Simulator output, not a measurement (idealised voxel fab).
process module | voxel transistor to metal
cross-section cut | 200 nm wide | cells 5 nm
A cross-section is a grid of square cells, given in bands from the top down. A band is one or more rows of cells.
Each band's line starts with the height of the band's top and of its bottom, in nm. Then come its materials from left to right, each with its width in nm. One material with "throughout" fills the band from edge to edge. "air" is empty space.
Height 0 is the level under which the wafer as received is all one material. The lowest band goes on downwards, as in "0 down".
A width such as "30 to 40" changes by the same amount from each row of cells to the next, from the band's top row to its bottom row.
"no change" after a step means that no cell of the cross-section changed.
closed voids: empty space of 8 cells or more with no open way to the top, each as width x height at its distance from the left edge, in nm
after a step's settings: what the simulator itself notes on the step
overlay nm, on a step with a mask: how far to the right of its planned place the mask lay; to the left if negative
plan
1 op RECEIVE | material Si
2 op CONFORMAL_DEP | material SiO2 | thk nm 5
3 op CONFORMAL_DEP | material SiN | thk nm 15
4 op MASKED_ETCH | tone cover | mask id ACTIVE | width nm 85 | etch materials SiN | depth nm 15 | overlay nm 0
5 op MASKED_ETCH | tone cover | mask id ACTIVE | width nm 85 | etch materials SiO2 | depth nm 5 | overlay nm 0
6 op MASKED_ETCH | tone cover | mask id ACTIVE | width nm 85 | etch materials Si | depth nm 25 | overlay nm 0
7 op OXIDIZE | depth nm 5
8 op FILL_DEP | material SiO2 | thk nm 15
9 op CMP | height nm 20
10 op SELECTIVE_ETCH | etch materials SiO2 | depth nm 10
11 op STRIP | etch materials SiN
12 op SELECTIVE_ETCH | etch materials SiO2 | depth nm 5
13 op OXIDIZE | depth nm 5
14 op DIRECTIONAL_DEP | material polySi | thk nm 30
15 op DIRECTIONAL_DEP | material SiCN | thk nm 15
16 op DIRECTIONAL_DEP | material aC | thk nm 10
17 op PATTERN | tone cover | mask id GATE | material resist | width nm 15 | thk nm 25 | overlay nm 0
18 op DIRECTIONAL_ETCH | etch materials aC | depth nm 10
19 op STRIP | etch materials resist
20 op DIRECTIONAL_ETCH | etch materials SiCN | depth nm 25
21 op DIRECTIONAL_ETCH | etch materials polySi | depth nm 40
22 op STRIP | etch materials aC
23 op CONFORMAL_DEP | material SiO2 | thk nm 5
24 op DIRECTIONAL_ETCH | etch materials SiO2 | depth nm 5
25 op CONFORMAL_DEP | material SiN | thk nm 10
26 op DIRECTIONAL_ETCH | etch materials SiN | depth nm 10
27 op DIRECTIONAL_ETCH | etch materials SiO2 | depth nm 5
28 op DIRECTIONAL_ETCH | etch materials Si | depth nm 15
29 op EPI | material nSi | thk nm 15
30 op FILL_DEP | material SiO2 | thk nm 5
31 op CMP | height nm 45
32 op DIRECTIONAL_DEP | material SiO2 | thk nm 10
33 op DIRECTIONAL_DEP | material aC | thk nm 10
34 op PATTERN | tone open | mask id CONTACT | material resist | width nm 15 | pitch nm 60 | thk nm 30 | overlay nm 0
35 op DIRECTIONAL_ETCH | etch materials aC | depth nm 10
36 op STRIP | etch materials resist
37 op DIRECTIONAL_ETCH | etch materials SiO2 | depth nm 45
38 op STRIP | etch materials aC
39 op CONFORMAL_DEP | material TiN | thk nm 5
40 op FILL_DEP | material W | thk nm 10
41 op CMP | height nm 55
42 op CONFORMAL_DEP | material SiCN | thk nm 5
43 op DIRECTIONAL_DEP | material SiO2 | thk nm 15
44 op PATTERN | tone open | mask id METAL_1 | material resist | width nm 15 | pitch nm 60 | thk nm 15 | overlay nm 0
45 op DIRECTIONAL_ETCH | etch materials SiO2 | depth nm 15
46 op DIRECTIONAL_ETCH | etch materials SiCN | depth nm 5
47 op STRIP | etch materials resist
48 op CONFORMAL_DEP | material TiN | thk nm 5
49 op FILL_DEP | material W | thk nm 10
50 op CMP | height nm 75
51 op CONFORMAL_DEP | material SiCN | thk nm 5
52 op DIRECTIONAL_DEP | material SiO2 | thk nm 25
53 op PATTERN | tone open | mask id METAL_2 | material resist | width nm 15 | pitch nm 60 | thk nm 20 | overlay nm 0
54 op DIRECTIONAL_ETCH | etch materials SiO2 | depth nm 15
55 op STRIP | etch materials resist
56 op PATTERN | tone open | mask id METAL_2_HOLES | material resist | width nm 15 | pitch nm 60 | thk nm 20 | overlay nm 0
57 op DIRECTIONAL_ETCH | etch materials SiO2 | depth nm 10
58 op DIRECTIONAL_ETCH | etch materials SiCN | depth nm 5
59 op STRIP | etch materials resist
60 op CONFORMAL_DEP | material TiN | thk nm 5
61 op FILL_DEP | material Ru | thk nm 5
62 op CMP | height nm 105
63 op CONFORMAL_DEP | material SiCN | thk nm 5
as received, after step 1
  0 down: Si throughout
  closed voids: none
a wafer at the end: this start, this plan, one mistake
  110 to 105: SiCN throughout
  105 to 80: SiO2 60 | TiN 5 | Ru 5 | TiN 5 | SiO2 45 | TiN 5 | Ru 5 | TiN 5 | SiO2 65
  80 to 70: SiCN 60 | TiN 15 | SiCN 45 | TiN 15 | SiCN 65
  70 to 55: SiO2 throughout
  55 to 45: SiO2 60 | TiN 5 | W 5 | TiN 5 | SiO2 45 | TiN 5 | W 5 | TiN 5 | SiO2 65
  45 to 30: SiO2 60 | TiN 5 | W 5 | TiN 5 | SiN 10 | SiO2 5 | SiCN 15 | SiO2 5 | SiN 10 | TiN 5 | W 5 | TiN 5 | SiO2 65
  30 to 15: SiO2 60 | TiN 5 | W 5 | TiN 5 | SiN 10 | SiO2 5 | polySi 15 | SiO2 5 | SiN 10 | TiN 5 | W 5 | TiN 5 | SiO2 65
  15 to 10: SiO2 60 | TiN 15 | SiN 10 | SiO2 5 | polySi 15 | SiO2 5 | SiN 10 | TiN 15 | SiO2 65
  10 to 5: SiO2 60 | nSi 15 | SiN 10 | SiO2 5 | polySi 15 | SiO2 5 | SiN 10 | nSi 15 | SiO2 65
  5 to 0: SiO2 55 | SiN 10 | nSi 10 | SiN 10 | SiO2 5 | polySi 15 | SiO2 5 | SiN 10 | nSi 10 | SiN 10 | SiO2 60
  0 to -5: SiO2 65 | nSi 10 | SiO2 45 | nSi 10 | SiO2 70
  -5 to -20: SiO2 60 | Si 5 | nSi 10 | Si 45 | nSi 10 | Si 5 | SiO2 65
  -20 to -30: SiO2 60 | Si 75 | SiO2 65
  -30 down: Si throughout
  closed voids: none
what went wrong: steps 42 and 43 were swapped
